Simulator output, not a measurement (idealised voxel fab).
You're looking at the process module voxel self aligned vias.
290 nm wide, 5 nm square cells: that's cross-section cut.
Square cells in a grid make up a cross-section in this document, and the grid is given as bands, listed from the top down, each one or more rows of cells. Each band's line starts with the height of the band's top and of its bottom, in nm. Then come its materials from left to right, each with its width in nm. One material with "all across" fills the band from edge to edge. "blank" is empty space. All heights in this document are referenced to 0, defined as the level beneath which the wafer, as received, consists entirely of one material. The lowest band is not bounded below; it extends indefinitely downward and is written in the form "0..down". Read "30->40" as a graded width: first number on top, second number at the bottom, same change between each pair of neighbouring rows. "remains unaltered" for a step: no cell of the cross-section changed in that step. Empty spaces without an open route to the top, at least 8 cells in extent, make up the entry "Closed internal cavities"; each is given as width x height at distance, where the distance is measured from the left edge, and all are in nm. That trailing text on a step's line, after the settings, is the simulator's own remark on the step. overlay nm: right-of-plan distance of the mask on a masked step; negative values mean left-of-plan.

PROCESS STEPS - PLAN
| 1 | RECEIVE (material Si) |
| 2 | CONFORMAL_DEP (material SiO2; thk nm 15) |
| 3 | CONFORMAL_DEP (material SiCN; thk nm 5) |
| 4 | DIRECTIONAL_DEP (material SiO2; thk nm 30) |
| 5 | DIRECTIONAL_DEP (material aC; thk nm 15) |
| 6 | PATTERN (tone open; mask id LINES; material resist; width nm 30; pitch nm 70; thk nm 30; overlay nm 0) |
| 7 | DIRECTIONAL_ETCH (etch materials aC; depth nm 15) |
| 8 | STRIP (etch materials resist) |
| 9 | DIRECTIONAL_ETCH (etch materials SiO2; depth nm 30) |
| 10 | STRIP (etch materials aC) |
| 11 | CONFORMAL_DEP (material TiN; thk nm 5) |
| 12 | FILL_DEP (material W; thk nm 10) |
| 13 | CMP (height nm 50) |
| 14 | SELECTIVE_ETCH (etch materials W Ru TiN; depth nm 10) |
| 15 | FILL_DEP (material SiN; thk nm 5) |
| 16 | CMP (height nm 50) |
| 17 | DIRECTIONAL_DEP (material SiO2; thk nm 15) |
| 18 | DIRECTIONAL_DEP (material aC; thk nm 15) |
| 19 | PATTERN (tone open; mask id VIAS; material resist; width nm 50; pitch nm 70; thk nm 30; overlay nm 0) |
| 20 | DIRECTIONAL_ETCH (etch materials aC; depth nm 15) |
| 21 | STRIP (etch materials resist) |
| 22 | DIRECTIONAL_ETCH (etch materials SiO2; depth nm 15) |
| 23 | DIRECTIONAL_ETCH (etch materials SiN; depth nm 10) |
| 24 | STRIP (etch materials aC) |
| 25 | CONFORMAL_DEP (material TiN; thk nm 5) |
| 26 | FILL_DEP (material W; thk nm 5) |
| 27 | CMP (height nm 65) |
| 28 | CONFORMAL_DEP (material SiCN; thk nm 5) |

FIRST OF TWO WAFERS - AS PLANNED

AS RECEIVED (POST STEP 1): CROSS-SECTION
* 0..down: Si all across
* Closed internal cavities: none

STEP 2 DONE - WAFER CROSS-SECTION
* 15..0: SiO2 all across
* Unchanged below 0.

STEP 3 DONE - WAFER CROSS-SECTION
* 20..15: SiCN all across
* Unchanged below 15.

STEP 4 DONE - WAFER CROSS-SECTION
* 50..20: SiO2 all across
* Unchanged below 20.

STEP 5 DONE - WAFER CROSS-SECTION
* 65..50: aC all across
* Unchanged below 50.

STEP 6 DONE - WAFER CROSS-SECTION
* 95..65: 95 of resist / 30 of blank / 40 of resist / 30 of blank / 95 of resist
* Unchanged below 65.

STEP 7 DONE - WAFER CROSS-SECTION
* 80..65: 95 of resist / 30 of blank / 40 of resist / 30 of blank / 95 of resist
* 65..50: 95 of aC / 30 of blank / 40 of aC / 30 of blank / 95 of aC
* Unchanged below 50.

STEP 8 DONE - WAFER CROSS-SECTION
* 65..50: 95 of aC / 30 of blank / 40 of aC / 30 of blank / 95 of aC
* Unchanged below 50.

STEP 9 DONE - WAFER CROSS-SECTION
* 65..50: 95 of aC / 30 of blank / 40 of aC / 30 of blank / 95 of aC
* 50..20: 95 of SiO2 / 30 of blank / 40 of SiO2 / 30 of blank / 95 of SiO2
* Unchanged below 20.

STEP 10 DONE - WAFER CROSS-SECTION
* 50..20: 95 of SiO2 / 30 of blank / 40 of SiO2 / 30 of blank / 95 of SiO2
* Unchanged below 20.

STEP 11 DONE - WAFER CROSS-SECTION
* 55..50: 100 of TiN / 20 of blank / 50 of TiN / 20 of blank / 100 of TiN
* 50..25: 95 of SiO2 / 5 of TiN / 20 of blank / 5 of TiN / 40 of SiO2 / 5 of TiN / 20 of blank / 5 of TiN / 95 of SiO2
* 25..20: 95 of SiO2 / 30 of TiN / 40 of SiO2 / 30 of TiN / 95 of SiO2
* Unchanged below 20.

STEP 12 DONE - WAFER CROSS-SECTION
* 65..55: W all across
* 55..50: 100 of TiN / 20 of W / 50 of TiN / 20 of W / 100 of TiN
* 50..25: 95 of SiO2 / 5 of TiN / 20 of W / 5 of TiN / 40 of SiO2 / 5 of TiN / 20 of W / 5 of TiN / 95 of SiO2
* Unchanged below 25.

STEP 13 DONE - WAFER CROSS-SECTION
* 50..25: 95 of SiO2 / 5 of TiN / 20 of W / 5 of TiN / 40 of SiO2 / 5 of TiN / 20 of W / 5 of TiN / 95 of SiO2
* Unchanged below 25.

STEP 14 DONE - WAFER CROSS-SECTION
* 50..40: 95 of SiO2 / 30 of blank / 40 of SiO2 / 30 of blank / 95 of SiO2
* Unchanged below 40.

STEP 15 DONE - WAFER CROSS-SECTION
* 55..50: SiN all across
* 50..40: 95 of SiO2 / 30 of SiN / 40 of SiO2 / 30 of SiN / 95 of SiO2
* Unchanged below 40.

STEP 16 DONE - WAFER CROSS-SECTION
* 50..40: 95 of SiO2 / 30 of SiN / 40 of SiO2 / 30 of SiN / 95 of SiO2
* Unchanged below 40.

STEP 17 DONE - WAFER CROSS-SECTION
* 65..50: SiO2 all across
* Unchanged below 50.

STEP 18 DONE - WAFER CROSS-SECTION
* 80..65: aC all across
* Unchanged below 65.

STEP 19 DONE - WAFER CROSS-SECTION
* 110..80: 85 of resist / 50 of blank / 20 of resist / 50 of blank / 85 of resist
* Unchanged below 80.

STEP 20 DONE - WAFER CROSS-SECTION
* 95..80: 85 of resist / 50 of blank / 20 of resist / 50 of blank / 85 of resist
* 80..65: 85 of aC / 50 of blank / 20 of aC / 50 of blank / 85 of aC
* Unchanged below 65.

STEP 21 DONE - WAFER CROSS-SECTION
* 80..65: 85 of aC / 50 of blank / 20 of aC / 50 of blank / 85 of aC
* Unchanged below 65.

STEP 22 DONE - WAFER CROSS-SECTION
* 80..65: 85 of aC / 50 of blank / 20 of aC / 50 of blank / 85 of aC
* 65..50: 85 of SiO2 / 50 of blank / 20 of SiO2 / 50 of blank / 85 of SiO2
* Unchanged below 50.

STEP 23 DONE - WAFER CROSS-SECTION
* 80..65: 85 of aC / 50 of blank / 20 of aC / 50 of blank / 85 of aC
* 65..50: 85 of SiO2 / 50 of blank / 20 of SiO2 / 50 of blank / 85 of SiO2
* 50..40: 95 of SiO2 / 30 of blank / 40 of SiO2 / 30 of blank / 95 of SiO2
* Unchanged below 40.

STEP 24 DONE - WAFER CROSS-SECTION
* 65..50: 85 of SiO2 / 50 of blank / 20 of SiO2 / 50 of blank / 85 of SiO2
* Unchanged below 50.

STEP 25 DONE - WAFER CROSS-SECTION
* 70..65: 90 of TiN / 40 of blank / 30 of TiN / 40 of blank / 90 of TiN
* 65..55: 85 of SiO2 / 5 of TiN / 40 of blank / 5 of TiN / 20 of SiO2 / 5 of TiN / 40 of blank / 5 of TiN / 85 of SiO2
* 55..45: 85->95 of SiO2 / 15->5 of TiN / 20 of blank / 15->5 of TiN / 20->40 of SiO2 / 15->5 of TiN / 20 of blank / 15->5 of TiN / 85->95 of SiO2
* 45..40: 95 of SiO2 / 30 of TiN / 40 of SiO2 / 30 of TiN / 95 of SiO2
* Unchanged below 40.

STEP 26 DONE - WAFER CROSS-SECTION
* 75..70: W all across
* 70..65: 90 of TiN / 40 of W / 30 of TiN / 40 of W / 90 of TiN
* 65..55: 85 of SiO2 / 5 of TiN / 40 of W / 5 of TiN / 20 of SiO2 / 5 of TiN / 40 of W / 5 of TiN / 85 of SiO2
* 55..45: 85->95 of SiO2 / 15->5 of TiN / 20 of W / 15->5 of TiN / 20->40 of SiO2 / 15->5 of TiN / 20 of W / 15->5 of TiN / 85->95 of SiO2
* Unchanged below 45.

STEP 27 DONE - WAFER CROSS-SECTION
* 65..55: 85 of SiO2 / 5 of TiN / 40 of W / 5 of TiN / 20 of SiO2 / 5 of TiN / 40 of W / 5 of TiN / 85 of SiO2
* Unchanged below 55.

STEP 28 DONE - WAFER CROSS-SECTION
* 70..65: SiCN all across
* Unchanged below 65.

SECOND WAFER (IDENTICAL START AND PLAN, ONE PROCESSING ERROR; MATCHES FIRST WAFER THROUGH STEP 13)

SECOND WAFER: CROSS-SECTION AT THE SCHEDULED END OF STEP 14
* 50..35: 95 of SiO2 / 30 of blank / 40 of SiO2 / 30 of blank / 95 of SiO2
* Unchanged below 35.

SECOND WAFER: CROSS-SECTION AT THE SCHEDULED END OF STEP 15
* 55..50: SiN all across
* 50..35: 95 of SiO2 / 30 of SiN / 40 of SiO2 / 30 of SiN / 95 of SiO2
* Unchanged below 35.

SECOND WAFER: CROSS-SECTION AT THE SCHEDULED END OF STEP 16
* 50..35: 95 of SiO2 / 30 of SiN / 40 of SiO2 / 30 of SiN / 95 of SiO2
* Unchanged below 35.

SECOND WAFER: CROSS-SECTION AT THE SCHEDULED END OF STEP 17
* 65..50: SiO2 all across
* Unchanged below 50.

SECOND WAFER: CROSS-SECTION AT THE SCHEDULED END OF STEP 18
* 80..65: aC all across
* Unchanged below 65.

SECOND WAFER: CROSS-SECTION AT THE SCHEDULED END OF STEP 19
* 110..80: 85 of resist / 50 of blank / 20 of resist / 50 of blank / 85 of resist
* Unchanged below 80.

SECOND WAFER: CROSS-SECTION AT THE SCHEDULED END OF STEP 20
* 95..80: 85 of resist / 50 of blank / 20 of resist / 50 of blank / 85 of resist
* 80..65: 85 of aC / 50 of blank / 20 of aC / 50 of blank / 85 of aC
* Unchanged below 65.

SECOND WAFER: CROSS-SECTION AT THE SCHEDULED END OF STEP 21
* 80..65: 85 of aC / 50 of blank / 20 of aC / 50 of blank / 85 of aC
* Unchanged below 65.

SECOND WAFER: CROSS-SECTION AT THE SCHEDULED END OF STEP 22
* 80..65: 85 of aC / 50 of blank / 20 of aC / 50 of blank / 85 of aC
* 65..50: 85 of SiO2 / 50 of blank / 20 of SiO2 / 50 of blank / 85 of SiO2
* Unchanged below 50.

SECOND WAFER: CROSS-SECTION AT THE SCHEDULED END OF STEP 23
* 80..65: 85 of aC / 50 of blank / 20 of aC / 50 of blank / 85 of aC
* 65..50: 85 of SiO2 / 50 of blank / 20 of SiO2 / 50 of blank / 85 of SiO2
* 50..40: 95 of SiO2 / 30 of blank / 40 of SiO2 / 30 of blank / 95 of SiO2
* Unchanged below 40.

SECOND WAFER: CROSS-SECTION AT THE SCHEDULED END OF STEP 24
* 65..50: 85 of SiO2 / 50 of blank / 20 of SiO2 / 50 of blank / 85 of SiO2
* Unchanged below 50.

SECOND WAFER: CROSS-SECTION AT THE SCHEDULED END OF STEP 25
* 70..65: 90 of TiN / 40 of blank / 30 of TiN / 40 of blank / 90 of TiN
* 65..55: 85 of SiO2 / 5 of TiN / 40 of blank / 5 of TiN / 20 of SiO2 / 5 of TiN / 40 of blank / 5 of TiN / 85 of SiO2
* 55..45: 85->95 of SiO2 / 15->5 of TiN / 20 of blank / 15->5 of TiN / 20->40 of SiO2 / 15->5 of TiN / 20 of blank / 15->5 of TiN / 85->95 of SiO2
* 45..40: 95 of SiO2 / 30 of TiN / 40 of SiO2 / 30 of TiN / 95 of SiO2
* Unchanged below 40.

SECOND WAFER: CROSS-SECTION AT THE SCHEDULED END OF STEP 26
* 75..70: W all across
* 70..65: 90 of TiN / 40 of W / 30 of TiN / 40 of W / 90 of TiN
* 65..55: 85 of SiO2 / 5 of TiN / 40 of W / 5 of TiN / 20 of SiO2 / 5 of TiN / 40 of W / 5 of TiN / 85 of SiO2
* 55..45: 85->95 of SiO2 / 15->5 of TiN / 20 of W / 15->5 of TiN / 20->40 of SiO2 / 15->5 of TiN / 20 of W / 15->5 of TiN / 85->95 of SiO2
* Unchanged below 45.

SECOND WAFER: CROSS-SECTION AT THE SCHEDULED END OF STEP 27
* 65..55: 85 of SiO2 / 5 of TiN / 40 of W / 5 of TiN / 20 of SiO2 / 5 of TiN / 40 of W / 5 of TiN / 85 of SiO2
* Unchanged below 55.

SECOND WAFER: CROSS-SECTION AT THE SCHEDULED END OF STEP 28
* 70..65: SiCN all across
* Unchanged below 65.
Heads up, the wafer didn't run the way we planned it: planned and actual differ for step 14; actual: SELECTIVE_ETCH (etch materials W Ru TiN; depth nm 15)
Cell-count delta at end, second wafer over first, by material: SiN +12, TiN -4, W -8
